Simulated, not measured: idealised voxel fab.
Herein follows the process module entitled voxel ribs on slabs.
Displayed cross-section: cut, width of 255 nm, square cells sized 5 nm.
A cross-section is written here as square cells arranged in a grid, and it is given in bands from the top down, each band taking up one or more rows of cells.
A band entry consists of two parts. The first gives the height of the band's top and the height of its bottom, in nm. The rest lists the band's materials from left to right, each with its width in nm. A single material labelled with the word "everywhere" fills the band from edge to edge, and the word "air" marks empty space.
Convention: height 0 is the level below which the wafer, as received, is all one material. The lowest band does not terminate at the bottom but continues downward, represented as "from 0 down".
So if you see something like "30 to 40" for the width, read it as the top row of the band sitting at the first number and the bottom row at the second, with every row in between moving by the same amount as the last.
What does "no alteration" mean for a step? It means no cell of the cross-section changed in that step.
Empty spaces without an open route to the top, at least 8 cells in extent, make up the entry "Enclosed void catalog"; each is given as width x height at distance, where the distance is measured from the left edge, and all are in nm.
That trailing text on a step's line, after the settings, is the simulator's own remark on the step.
overlay nm: right-of-plan distance of the mask on a masked step; negative values mean left-of-plan.
The planned process steps are enumerated hereunder
step 1: op RECEIVE | material Si
step 2: op DIRECTIONAL_DEP | material SiO2 | thk nm 25
step 3: op DIRECTIONAL_DEP | material polySi | thk nm 15
step 4: op MASKED_ETCH | tone cover | mask id RIB | width nm 30 | etch materials polySi | depth nm 5 | overlay nm 0
step 5: op DIRECTIONAL_DEP | material aC | thk nm 10
step 6: op PATTERN | tone cover | mask id SLAB | material resist | width nm 70 | thk nm 30 | overlay nm 0
step 7: op DIRECTIONAL_ETCH | etch materials aC | depth nm 10
step 8: op STRIP | etch materials resist
step 9: op DIRECTIONAL_ETCH | etch materials polySi | depth nm 10
step 10: op STRIP | etch materials aC
step 11: op FILL_DEP | material SiO2 | thk nm 30
step 12: op CMP | height nm 60
step 13: op DIRECTIONAL_DEP | material TiN | thk nm 10
step 14: op MASKED_ETCH | tone cover | mask id HEATER | width nm 40 | etch materials TiN | depth nm 10 | overlay nm 0
step 15: op CONFORMAL_DEP | material SiO2 | thk nm 5
Here's what the wafer looked like in cross-section when it arrived - that's after step 1
* from 0 down = Si everywhere
* Enclosed void catalog: none
Figure: cross-sectional view of the wafer upon completion of the module, processed from the initial state and according to the plan depicted above, with one error introduced during execution
* from 75 to 70 = air 100 nm  SiO2 50 nm  air 105 nm
* from 70 to 65 = air 100 nm  SiO2 5 nm  TiN 40 nm  SiO2 5 nm  air 105 nm
* from 65 to 60 = SiO2 105 nm  TiN 40 nm  SiO2 110 nm
* from 60 to 40 = SiO2 everywhere
* from 40 to 35 = SiO2 110 nm  polySi 30 nm  SiO2 115 nm
* from 35 to 25 = SiO2 90 nm  polySi 70 nm  SiO2 95 nm
* from 25 to 0 = polySi everywhere
* from 0 down = Si everywhere
* Enclosed void catalog: none
Deviation noted in wafer processing: step 2 ran with different settings than intended, the actual operation and settings being op DIRECTIONAL_DEP | material polySi | thk nm 25
